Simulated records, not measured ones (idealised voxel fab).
process module | voxel transistor to metal
cross-section cut | 285 nm wide | cells 5 nm
A cross-section is a grid of square cells, given in bands from the top down. A band is one or more rows of cells.
Each band's line starts with the height of the band's top and of its bottom, in nm. Then come its materials from left to right, each with its width in nm. One material with "throughout" fills the band from edge to edge. "air" is empty space.
Height 0 is the level under which the wafer as received is all one material. The lowest band goes on downwards, as in "0 down".
A width such as "30 to 40" changes by the same amount from each row of cells to the next, from the band's top row to its bottom row.
"no change" after a step means that no cell of the cross-section changed.
closed voids: empty space of 8 cells or more with no open way to the top, each as width x height at its distance from the left edge, in nm
after a step's settings: what the simulator itself notes on the step
overlay nm, on a step with a mask: how far to the right of its planned place the mask lay; to the left if negative
plan
1 op RECEIVE | material Si
2 op OXIDIZE | depth nm 5
3 op CONFORMAL_DEP | material SiN | thk nm 15
4 op MASKED_ETCH | tone cover | mask id ACTIVE | width nm 115 | pitch nm 140 | etch materials SiN | depth nm 15 | overlay nm 0
5 op MASKED_ETCH | tone cover | mask id ACTIVE | width nm 115 | pitch nm 140 | etch materials SiO2 | depth nm 5 | overlay nm 0
6 op MASKED_ETCH | tone cover | mask id ACTIVE | width nm 115 | pitch nm 140 | etch materials Si | depth nm 30 | overlay nm 0
7 op OXIDIZE | depth nm 5
8 op FILL_DEP | material SiO2 | thk nm 5
9 op CMP | height nm 15
10 op SELECTIVE_ETCH | etch materials SiO2 | depth nm 5
11 op STRIP | etch materials SiN
12 op SELECTIVE_ETCH | etch materials SiO2 | depth nm 5
13 op OXIDIZE | depth nm 5
14 op DIRECTIONAL_DEP | material polySi | thk nm 20
15 op DIRECTIONAL_DEP | material SiCN | thk nm 10
16 op DIRECTIONAL_DEP | material aC | thk nm 15
17 op PATTERN | tone cover | mask id GATE | material resist | width nm 25 | pitch nm 140 | thk nm 30 | overlay nm 0
18 op DIRECTIONAL_ETCH | etch materials aC | depth nm 15
19 op STRIP | etch materials resist
20 op DIRECTIONAL_ETCH | etch materials SiCN | depth nm 20
21 op DIRECTIONAL_ETCH | etch materials polySi | depth nm 30
22 op STRIP | etch materials aC
23 op CONFORMAL_DEP | material SiN | thk nm 10
24 op DIRECTIONAL_ETCH | etch materials SiN | depth nm 10
25 op DIRECTIONAL_ETCH | etch materials SiO2 | depth nm 5
26 op DIRECTIONAL_ETCH | etch materials Si | depth nm 15
27 op EPI | material SiGe | thk nm 15
28 op FILL_DEP | material SiO2 | thk nm 5
29 op CMP | height nm 15
30 op STRIP | etch materials polySi
31 op SELECTIVE_ETCH | etch materials SiO2 | depth nm 5
32 op CONFORMAL_DEP | material HfO2 | thk nm 5
33 op CONFORMAL_DEP | material TiN | thk nm 5
34 op FILL_DEP | material W | thk nm 5
35 op CMP | height nm 10
36 op DIRECTIONAL_DEP | material SiO2 | thk nm 15
37 op MASKED_ETCH | tone open | mask id CONTACT | width nm 20 | etch materials SiO2 | depth nm 35 | overlay nm 0
38 op CONFORMAL_DEP | material TiN | thk nm 5
39 op FILL_DEP | material Ru | thk nm 5
40 op CMP | height nm 25
41 op CONFORMAL_DEP | material SiCN | thk nm 5
42 op DIRECTIONAL_DEP | material SiO2 | thk nm 25
43 op DIRECTIONAL_DEP | material aC | thk nm 10
44 op PATTERN | tone open | mask id METAL_1 | material resist | width nm 20 | thk nm 30 | overlay nm 0
45 op DIRECTIONAL_ETCH | etch materials aC | depth nm 10
46 op STRIP | etch materials resist
47 op DIRECTIONAL_ETCH | etch materials SiO2 | depth nm 25
48 op DIRECTIONAL_ETCH | etch materials SiCN | depth nm 5
49 op STRIP | etch materials aC
50 op CONFORMAL_DEP | material TiN | thk nm 5
51 op FILL_DEP | material W | thk nm 5
52 op CMP | height nm 55
53 op CONFORMAL_DEP | material SiCN | thk nm 5
54 op DIRECTIONAL_DEP | material SiO2 | thk nm 25
55 op MASKED_ETCH | tone open | mask id METAL_2_HOLES | width nm 15 | pitch nm 140 | etch materials SiO2 | depth nm 25 | overlay nm 0
56 op DIRECTIONAL_DEP | material aC | thk nm 10
57 op PATTERN | tone open | mask id METAL_2 | material resist | width nm 20 | pitch nm 140 | thk nm 25 | overlay nm 0
58 op DIRECTIONAL_ETCH | etch materials aC | depth nm 10
59 op STRIP | etch materials resist
60 op DIRECTIONAL_ETCH | etch materials SiO2 | depth nm 15
61 op DIRECTIONAL_ETCH | etch materials SiCN | depth nm 5
62 op STRIP | etch materials aC
63 op CONFORMAL_DEP | material TiN | thk nm 5
64 op FILL_DEP | material Cu | thk nm 5
65 op CMP | height nm 85
66 op CONFORMAL_DEP | material SiCN | thk nm 5
as received, after step 1
  0 down: Si throughout
  closed voids: none
a wafer at the end: this start, this plan, one mistake
  90 to 85: SiCN throughout
  85 to 75: SiO2 20 | TiN 5 | Cu 10 | TiN 5 | SiO2 120 | TiN 5 | Cu 10 | TiN 5 | SiO2 105
  75 to 70: SiO2 20 | TiN 5 | Cu 5 | TiN 10 | SiO2 120 | TiN 5 | Cu 5 | TiN 10 | SiO2 105
  70 to 60: SiO2 20 | TiN 5 | Cu 5 | TiN 5 | SiO2 125 | TiN 5 | Cu 5 | TiN 5 | SiO2 110
  60 to 55: SiCN 20 | TiN 15 | SiCN 125 | TiN 15 | SiCN 110
  55 to 30: SiO2 25 | TiN 5 | W 10 | TiN 5 | SiO2 65 | TiN 5 | W 10 | TiN 5 | SiO2 35 | TiN 5 | W 10 | TiN 5 | SiO2 65 | TiN 5 | W 10 | TiN 5 | SiO2 15
  30 to 25: SiCN 25 | TiN 20 | SiCN 65 | TiN 20 | SiCN 35 | TiN 20 | SiCN 65 | TiN 20 | SiCN 15
  25 to 10: SiO2 20 | TiN 5 | Ru 10 | TiN 5 | SiO2 65 | TiN 5 | Ru 10 | TiN 5 | SiO2 35 | TiN 5 | Ru 10 | TiN 5 | SiO2 65 | TiN 5 | Ru 10 | TiN 5 | SiO2 20
  10 to 5: SiO2 20 | TiN 5 | Ru 5 | TiN 10 | SiO2 10 | SiN 10 | HfO2 5 | TiN 5 | W 5 | TiN 5 | HfO2 5 | SiN 10 | SiO2 10 | TiN 10 | Ru 5 | TiN 5 | SiO2 35 | TiN 5 | Ru 5 | TiN 10 | SiO2 10 | SiN 10 | HfO2 5 | TiN 5 | W 5 | TiN 5 | HfO2 5 | SiN 10 | SiO2 10 | TiN 10 | Ru 5 | TiN 5 | SiO2 20
  5 to 0: SiO2 10 | SiN 10 | TiN 5 | Ru 5 | TiN 5 | SiGe 15 | SiN 10 | HfO2 5 | TiN 5 | W 5 | TiN 5 | HfO2 5 | SiN 10 | SiGe 15 | TiN 5 | Ru 5 | TiN 5 | SiN 10 | SiO2 15 | SiN 10 | TiN 5 | Ru 5 | TiN 5 | SiGe 15 | SiN 10 | HfO2 5 | TiN 5 | W 5 | TiN 5 | HfO2 5 | SiN 10 | SiGe 15 | TiN 5 | Ru 5 | TiN 5 | SiN 10 | SiO2 10
  0 to -5: SiO2 10 | SiN 10 | TiN 5 | Ru 5 | TiN 5 | SiGe 15 | SiN 10 | HfO2 5 | TiN 15 | HfO2 5 | SiN 10 | SiGe 15 | TiN 5 | Ru 5 | TiN 5 | SiN 10 | SiO2 15 | SiN 10 | TiN 5 | Ru 5 | TiN 5 | SiGe 15 | SiN 10 | HfO2 5 | TiN 15 | HfO2 5 | SiN 10 | SiGe 15 | TiN 5 | Ru 5 | TiN 5 | SiN 10 | SiO2 10
  -5 to -10: SiO2 20 | TiN 15 | SiGe 15 | SiO2 5 | HfO2 35 | SiO2 5 | SiGe 15 | TiN 15 | SiO2 35 | TiN 15 | SiGe 15 | SiO2 5 | HfO2 35 | SiO2 5 | SiGe 15 | TiN 15 | SiO2 20
  -10 to -25: SiO2 20 | SiGe 30 | Si 45 | SiGe 30 | SiO2 35 | SiGe 30 | Si 45 | SiGe 30 | SiO2 20
  -25 to -40: SiO2 20 | Si 105 | SiO2 35 | Si 105 | SiO2 20
  -40 down: Si throughout
  closed voids: none
what went wrong: step 44 ran as: op PATTERN | tone open | mask id METAL_1 | material resist | width nm 20 | thk nm 30 | overlay nm 5
